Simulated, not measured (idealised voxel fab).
The following process module bears the name voxel released beams.
It is cross-section cut that appears here, measuring 210 nm in width, its square cells being 5 nm in size.
Just so we're on the same page, the cross-sections are grids of square cells, and they're listed out in bands top to bottom, each band one or more rows deep.
First you get the band's top height and its bottom height, in nm, and then the materials it's made of, left to right, with each width in nm. If you see a single material with "full width", that one covers the band edge to edge. "empty" is empty space.
Below 0: as-received wafer, all one material; heights counted from there. Lowest band: no bottom, goes on down, written "z 0 and below".
When a width is written as two numbers, as in "30..40", the first number is the width in the top row of cells of the band and the second is the width in its bottom row, and the width changes by the same amount from each row to the next.
Step note "nothing altered" = no cross-section cell changed.
"Voids, enclosed" specifies each empty space that is not open to the top and that occupies no fewer than 8 cells, using the form width x height at distance, the distance measured from the left edge and all three quantities in nm.
Note: text after step settings on the step line = simulator remark on that step.
On any step carrying a mask, the "overlay nm" setting, if present on the step's line, tells how far right of its planned place the mask lay; negative values point to the left.

**Process steps - plan**
1) RECEIVE, material Si
2) CONFORMAL_DEP, material Al2O3, thk nm 10
3) DIRECTIONAL_DEP, material SiO2, thk nm 10
4) PATTERN, tone open, mask id ANCHOR, material resist, width nm 35, thk nm 15, overlay nm 0
5) DIRECTIONAL_ETCH, etch materials SiO2, depth nm 10
6) STRIP, etch materials resist
7) CONFORMAL_DEP, material SiN, thk nm 15
8) PATTERN, tone cover, mask id BEAM, material resist, width nm 105, thk nm 15, overlay nm 0
9) DIRECTIONAL_ETCH, etch materials SiN, depth nm 15
10) STRIP, etch materials resist
11) STRIP, etch materials SiO2

**Wafer cross-section on receipt, i.e. after step 1**
z 0 and below  Si full width
Voids, enclosed: none

**Cross-sectional view of the first of the two wafers upon completion of the module, processed in accordance with the plan**
z 35 to 25  empty: 50, then SiN: 20, then empty: 5, then SiN: 80, then empty: 55
z 25 to 20  empty: 50, then SiN: 105, then empty: 55
z 20 to 10  empty: 55, then SiN: 35, then empty: 120
z 10 to 0  Al2O3 full width
z 0 and below  Si full width
Voids, enclosed: none

**Now the second wafer, cross-sectioned at the end of the module. Nothing different at the start, nothing different in the plan compared with the first, just one mistake when it was actually run**
z 35 to 25  empty: 50, then SiN: 20, then empty: 5, then SiN: 80, then empty: 55
z 25 to 20  empty: 50, then SiN: 105, then empty: 55
z 20 to 10  empty: 55, then SiN: 35, then empty: 120
z 10 to 0  SiN full width
z 0 and below  Si full width
Voids, enclosed: none
Against the plan, the run slipped here: for step 2, the planned setting was not used; the step was instead run as CONFORMAL_DEP, material SiN, thk nm 10
Per the end-of-run cell counts, the second wafer holds more or fewer of some materials than the first: -84 Al2O3 | +84 SiN
